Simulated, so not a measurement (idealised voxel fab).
Title: Process Module voxel ribs on slabs
We display cut, a cross-section 230 nm in width whose square cells are each 5 nm.
How to read a cross-section here: the picture is a grid of square cells, written as bands going from the top down, and any band can span one or more rows of cells.
First you get the band's top height and its bottom height, in nm, and then the materials it's made of, left to right, with each width in nm. If you see a single material with "everywhere", that one covers the band edge to edge. "blank" is empty space.
Basically, 0 is our baseline, since under it the wafer straight out of the box is all one material. The bottom band has no lower end and keeps on going down, so it looks like "0 and below".
The notation "30..40" denotes a width that varies across the rows of cells in the band, beginning at the first number in the top row, finishing at the second number in the bottom row, and changing by an identical amount from each row to the next.
Key: "nothing got changed" - step with no changed cell in the cross-section.
Closed empty spaces (no open way to the top) of 8 cells or more are what "closed voids" lists, each as width x height at distance from the left edge, nm for all three.
Past the settings on a step's line: simulator remark, on that step.
overlay nm: right-of-plan distance of the mask on a masked step; negative values mean left-of-plan.

Set out below are the planned steps of the process
1,op RECEIVE | material Si
2,op DIRECTIONAL_DEP | material SiO2 | thk nm 25
3,op DIRECTIONAL_DEP | material polySi | thk nm 15
4,op PATTERN | tone cover | mask id RIB | material resist | width nm 25 | thk nm 15 | overlay nm 0
5,op DIRECTIONAL_ETCH | etch materials polySi | depth nm 10
6,op STRIP | etch materials resist
7,op DIRECTIONAL_DEP | material aC | thk nm 15
8,op PATTERN | tone cover | mask id SLAB | material resist | width nm 85 | thk nm 30 | overlay nm 0
9,op DIRECTIONAL_ETCH | etch materials aC | depth nm 15
10,op STRIP | etch materials resist
11,op DIRECTIONAL_ETCH | etch materials polySi | depth nm 5
12,op STRIP | etch materials aC
13,op FILL_DEP | material SiO2 | thk nm 20
14,op CMP | height nm 50
15,op DIRECTIONAL_DEP | material TiN | thk nm 10
16,op PATTERN | tone cover | mask id HEATER | material resist | width nm 35 | thk nm 15 | overlay nm 0
17,op DIRECTIONAL_ETCH | etch materials TiN | depth nm 10
18,op STRIP | etch materials resist
19,op CONFORMAL_DEP | material SiN | thk nm 10

as received, after step 1
* 0 and below = Si everywhere
* closed voids: none

As-planned run: cross-section of the first of two wafers at end of module
* 70 down to 60 = blank (85)  SiN (55)  blank (90)
* 60 down to 50 = SiN (95)  TiN (35)  SiN (100)
* 50 down to 40 = SiO2 everywhere
* 40 down to 30 = SiO2 (100)  polySi (25)  SiO2 (105)
* 30 down to 25 = SiO2 (70)  polySi (85)  SiO2 (75)
* 25 down to 0 = SiO2 everywhere
* 0 and below = Si everywhere
* closed voids: none

Wafer two, sectioned after the module: the first wafer's start, the first wafer's plan, and one mistake in how it was run
* 60 down to 50 = blank (95)  TiN (35)  blank (100)
* 50 down to 40 = SiO2 everywhere
* 40 down to 30 = SiO2 (100)  polySi (25)  SiO2 (105)
* 30 down to 25 = SiO2 (70)  polySi (85)  SiO2 (75)
* 25 down to 0 = SiO2 everywhere
* 0 and below = Si everywhere
* closed voids: none
Deviation from plan: step 19 of the plan was jumped over and never run
Final comparison by cell count, materials where the second wafer has more or fewer than the first: -100 SiN
